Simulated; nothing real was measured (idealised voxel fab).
process module | voxel capacitor over wiring
cross-section cut | 245 nm wide | cells 5 nm
A cross-section is a grid of square cells, given in bands from the top down. A band is one or more rows of cells.
Each band's line starts with the height of the band's top and of its bottom, in nm. Then come its materials from left to right, each with its width in nm. One material with "throughout" fills the band from edge to edge. "air" is empty space.
Height 0 is the level under which the wafer as received is all one material. The lowest band goes on downwards, as in "0 down".
A width such as "30 to 40" changes by the same amount from each row of cells to the next, from the band's top row to its bottom row.
"no change" after a step means that no cell of the cross-section changed.
closed voids: empty space of 8 cells or more with no open way to the top, each as width x height at its distance from the left edge, in nm
after a step's settings: what the simulator itself notes on the step
overlay nm, on a step with a mask: how far to the right of its planned place the mask lay; to the left if negative
plan
1 op RECEIVE | material Si
2 op CONFORMAL_DEP | material SiO2 | thk nm 15
3 op DIRECTIONAL_DEP | material TiN | thk nm 5
4 op DIRECTIONAL_DEP | material W | thk nm 15
5 op MASKED_ETCH | tone cover | mask id METAL_1 | width nm 20 | pitch nm 85 | etch materials W | depth nm 15 | overlay nm 0
6 op MASKED_ETCH | tone cover | mask id METAL_1 | width nm 20 | pitch nm 85 | etch materials TiN | depth nm 5 | overlay nm 0
7 op CONFORMAL_DEP | material SiN | thk nm 5
8 op FILL_DEP | material lowk | thk nm 10
9 op CMP | height nm 35
10 op CONFORMAL_DEP | material SiCN | thk nm 5
11 op DIRECTIONAL_DEP | material lowk | thk nm 20
12 op MASKED_ETCH | tone open | mask id PLUG_1 | width nm 15 | etch materials lowk | depth nm 20 | overlay nm 0
13 op MASKED_ETCH | tone open | mask id PLUG_1 | width nm 15 | etch materials SiCN | depth nm 5 | overlay nm 0
14 op EPI | material Ru | thk nm 10
15 op EPI | material Ru | thk nm 10
16 op EPI | material Ru | thk nm 5
17 op DIRECTIONAL_DEP | material TiN | thk nm 5
18 op DIRECTIONAL_DEP | material Al2O3 | thk nm 5
19 op DIRECTIONAL_DEP | material TiN | thk nm 5
20 op PATTERN | tone cover | mask id UPPER_PLATE | material resist | width nm 70 | thk nm 15 | overlay nm 0
21 op DIRECTIONAL_ETCH | etch materials TiN | depth nm 5
22 op DIRECTIONAL_ETCH | etch materials Al2O3 | depth nm 5
23 op STRIP | etch materials resist
24 op PATTERN | tone cover | mask id LOWER_PLATE | material resist | width nm 80 | thk nm 20 | overlay nm 0
25 op DIRECTIONAL_ETCH | etch materials TiN | depth nm 5
26 op STRIP | etch materials resist
27 op FILL_DEP | material SiO2 | thk nm 20
28 op CMP | height nm 90
29 op MASKED_ETCH | tone open | mask id PLUG_2 | width nm 15 | etch materials SiO2 | depth nm 15 | overlay nm 0
30 op CONFORMAL_DEP | material TiN | thk nm 5
31 op FILL_DEP | material Ru | thk nm 10
32 op CMP | height nm 90
33 op CONFORMAL_DEP | material SiN | thk nm 5
first wafer, as planned
as received, after step 1
  0 down: Si throughout
  closed voids: none
after step 2
  15 to 0: SiO2 throughout
  below 0: unchanged
after step 3
  20 to 15: TiN throughout
  below 15: unchanged
after step 4
  35 to 20: W throughout
  below 20: unchanged
after step 5
  35 to 20: air 70 | W 20 | air 65 | W 20 | air 70
  below 20: unchanged
after step 6
  35 to 20: air 70 | W 20 | air 65 | W 20 | air 70
  20 to 15: air 70 | TiN 20 | air 65 | TiN 20 | air 70
  below 15: unchanged
after step 7
  40 to 35: air 65 | SiN 30 | air 55 | SiN 30 | air 65
  35 to 20: air 65 | SiN 5 | W 20 | SiN 5 | air 55 | SiN 5 | W 20 | SiN 5 | air 65
  20 to 15: SiN 70 | TiN 20 | SiN 65 | TiN 20 | SiN 70
  below 15: unchanged
after step 8
  50 to 40: lowk throughout
  40 to 35: lowk 65 | SiN 30 | lowk 55 | SiN 30 | lowk 65
  35 to 20: lowk 65 | SiN 5 | W 20 | SiN 5 | lowk 55 | SiN 5 | W 20 | SiN 5 | lowk 65
  below 20: unchanged
after step 9
  35 to 20: lowk 65 | SiN 5 | W 20 | SiN 5 | lowk 55 | SiN 5 | W 20 | SiN 5 | lowk 65
  below 20: unchanged
after step 10
  40 to 35: SiCN throughout
  below 35: unchanged
after step 11
  60 to 40: lowk throughout
  below 40: unchanged
after step 12
  60 to 40: lowk 75 | air 15 | lowk 155
  below 40: unchanged
after step 13
  60 to 40: lowk 75 | air 15 | lowk 155
  40 to 35: SiCN 75 | air 15 | SiCN 155
  below 35: unchanged
after step 14
  60 to 45: lowk 75 | air 15 | lowk 155
  45 to 40: lowk 75 | Ru 15 | lowk 155
  40 to 35: SiCN 75 | Ru 15 | SiCN 155
  below 35: unchanged
after step 15
  60 to 55: lowk 75 | air 15 | lowk 155
  55 to 40: lowk 75 | Ru 15 | lowk 155
  below 40: unchanged
after step 16
  60 to 40: lowk 75 | Ru 15 | lowk 155
  below 40: unchanged
after step 17
  65 to 60: TiN throughout
  below 60: unchanged
after step 18
  70 to 65: Al2O3 throughout
  below 65: unchanged
after step 19
  75 to 70: TiN throughout
  below 70: unchanged
after step 20
  90 to 75: air 75 | resist 70 | air 100
  below 75: unchanged
after step 21
  90 to 75: air 75 | resist 70 | air 100
  75 to 70: air 75 | TiN 70 | air 100
  below 70: unchanged
after step 22
  90 to 75: air 75 | resist 70 | air 100
  75 to 70: air 75 | TiN 70 | air 100
  70 to 65: air 75 | Al2O3 70 | air 100
  below 65: unchanged
after step 23
  75 to 70: air 75 | TiN 70 | air 100
  below 70: unchanged
after step 24
  95 to 75: air 70 | resist 80 | air 95
  75 to 70: air 70 | resist 5 | TiN 70 | resist 5 | air 95
  70 to 65: air 70 | resist 5 | Al2O3 70 | resist 5 | air 95
  below 65: unchanged
after step 25
  95 to 75: air 70 | resist 80 | air 95
  75 to 70: air 70 | resist 5 | TiN 70 | resist 5 | air 95
  70 to 65: air 70 | resist 5 | Al2O3 70 | resist 5 | air 95
  65 to 60: air 70 | TiN 80 | air 95
  below 60: unchanged
after step 26
  75 to 70: air 75 | TiN 70 | air 100
  70 to 65: air 75 | Al2O3 70 | air 100
  below 65: unchanged
after step 27
  95 to 75: SiO2 throughout
  75 to 70: SiO2 75 | TiN 70 | SiO2 100
  70 to 65: SiO2 75 | Al2O3 70 | SiO2 100
  65 to 60: SiO2 70 | TiN 80 | SiO2 95
  below 60: unchanged
after step 28
  90 to 75: SiO2 throughout
  below 75: unchanged
after step 29
  90 to 75: SiO2 85 | air 15 | SiO2 145
  below 75: unchanged
after step 30
  95 to 90: TiN 90 | air 5 | TiN 150
  90 to 80: SiO2 85 | TiN 5 | air 5 | TiN 5 | SiO2 145
  80 to 70: SiO2 85 to 75 | TiN 15 to 70 | SiO2 145 to 100
  below 70: unchanged
after step 31
  105 to 95: Ru throughout
  95 to 90: TiN 90 | Ru 5 | TiN 150
  90 to 80: SiO2 85 | TiN 5 | Ru 5 | TiN 5 | SiO2 145
  below 80: unchanged
after step 32
  90 to 80: SiO2 85 | TiN 5 | Ru 5 | TiN 5 | SiO2 145
  below 80: unchanged
after step 33
  95 to 90: SiN throughout
  below 90: unchanged
second wafer: like start, like plan, one mistake. Through step 31 it matches the first wafer
when step 32 should have ended: no change
when step 33 should have ended
  110 to 105: SiN throughout
  below 105: unchanged
what went wrong: step 32 was left out
at the end the second wafer has, in cells: 99 more of Ru | 48 more of TiN
